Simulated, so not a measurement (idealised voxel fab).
Process module heading - voxel gate over fins
cross-section cut | 240 nm wide | cells 5 nm
A cross-section is a grid of square cells, given in bands from the top down. A band is one or more rows of cells.
Within each band entry, the heights of the top and of the bottom of the band appear first, in that order and in nm; the materials of the band then follow from left to right, each with its corresponding width in nm. The designation "everywhere" on a single material indicates that it fills the band from edge to edge; the designation "empty" indicates empty space.
Below 0: as-received wafer, all one material; heights counted from there. Lowest band: no bottom, goes on down, written "0..down".
Graded width ("30..40"): value in top row of band = first number; value in bottom row = second number; row-to-row change constant.
It should be understood that the words "left unchanged", when stated for a given step, signify that the cross-section underwent no change in any of its cells during that step.
Voids not open to the top, 8 cells minimum: see "Entrapped voids". Written width x height at distance; distance is from the left edge; nm.
after a step's settings: what the simulator itself notes on the step
overlay nm: where the mask lay relative to plan, measured to the right, on steps with a mask; negatives go left.

## The process steps that were planned are listed below
1. RECEIVE [material Si]
2. CONFORMAL_DEP [material SiN] [thk nm 10]
3. DIRECTIONAL_DEP [material aC] [thk nm 15]
4. PATTERN [tone cover] [mask id FINS] [material resist] [width nm 15] [pitch nm 35] [thk nm 30] [overlay nm 0]
5. DIRECTIONAL_ETCH [etch materials aC] [depth nm 15]
6. STRIP [etch materials resist]
7. DIRECTIONAL_ETCH [etch materials SiN] [depth nm 10]
8. DIRECTIONAL_ETCH [etch materials Si] [depth nm 35]
9. STRIP [etch materials aC]
10. OXIDIZE [depth nm 5]
11. FILL_DEP [material SiO2] [thk nm 5]
12. CMP [height nm 10]
13. SELECTIVE_ETCH [etch materials SiO2] [depth nm 25]
14. STRIP [etch materials SiN]
15. CONFORMAL_DEP [material HfO2] [thk nm 5]
16. CONFORMAL_DEP [material TiN] [thk nm 5]
17. FILL_DEP [material W] [thk nm 10]
18. CMP [height nm 15]
19. CONFORMAL_DEP [material SiN] [thk nm 5]

## Wafer as received: cross-section following step 1
    0..down: Si everywhere
    Entrapped voids: none

## Starting wafer: above. Plan: above. Run: one mistake. Cross-section after the module: below
    20..15: SiN everywhere
    15..10: W everywhere
    10..5: 80 nm TiN, then 5 nm W, then 30 nm TiN, then 5 nm W, then 30 nm TiN, then 5 nm W, then 85 nm TiN
    5..0: 75 nm HfO2, then 5 nm TiN, then 5 nm W, then 5 nm TiN, then 20 nm HfO2, then 5 nm TiN, then 5 nm W, then 5 nm TiN, then 20 nm HfO2, then 5 nm TiN, then 5 nm W, then 5 nm TiN, then 80 nm HfO2
    0..-5: 70 nm Si, then 5 nm HfO2, then 5 nm TiN, then 5 nm W, then 5 nm TiN, then 5 nm HfO2, then 10 nm Si, then 5 nm HfO2, then 5 nm TiN, then 5 nm W, then 5 nm TiN, then 5 nm HfO2, then 10 nm Si, then 5 nm HfO2, then 5 nm TiN, then 5 nm W, then 5 nm TiN, then 5 nm HfO2, then 75 nm Si
    -5..-10: 70 nm Si, then 5 nm HfO2, then 15 nm TiN, then 5 nm HfO2, then 10 nm Si, then 5 nm HfO2, then 15 nm TiN, then 5 nm HfO2, then 10 nm Si, then 5 nm HfO2, then 15 nm TiN, then 5 nm HfO2, then 75 nm Si
    -10..-15: 70 nm Si, then 25 nm HfO2, then 10 nm Si, then 25 nm HfO2, then 10 nm Si, then 25 nm HfO2, then 75 nm Si
    -15..-40: 70 nm Si, then 25 nm SiO2, then 10 nm Si, then 25 nm SiO2, then 10 nm Si, then 25 nm SiO2, then 75 nm Si
    -40..down: Si everywhere
    Entrapped voids: none
Error vs. plan: planned and actual differ for step 4; actual: PATTERN [tone open] [mask id FINS] [material resist] [width nm 15] [pitch nm 35] [thk nm 30] [overlay nm 0]
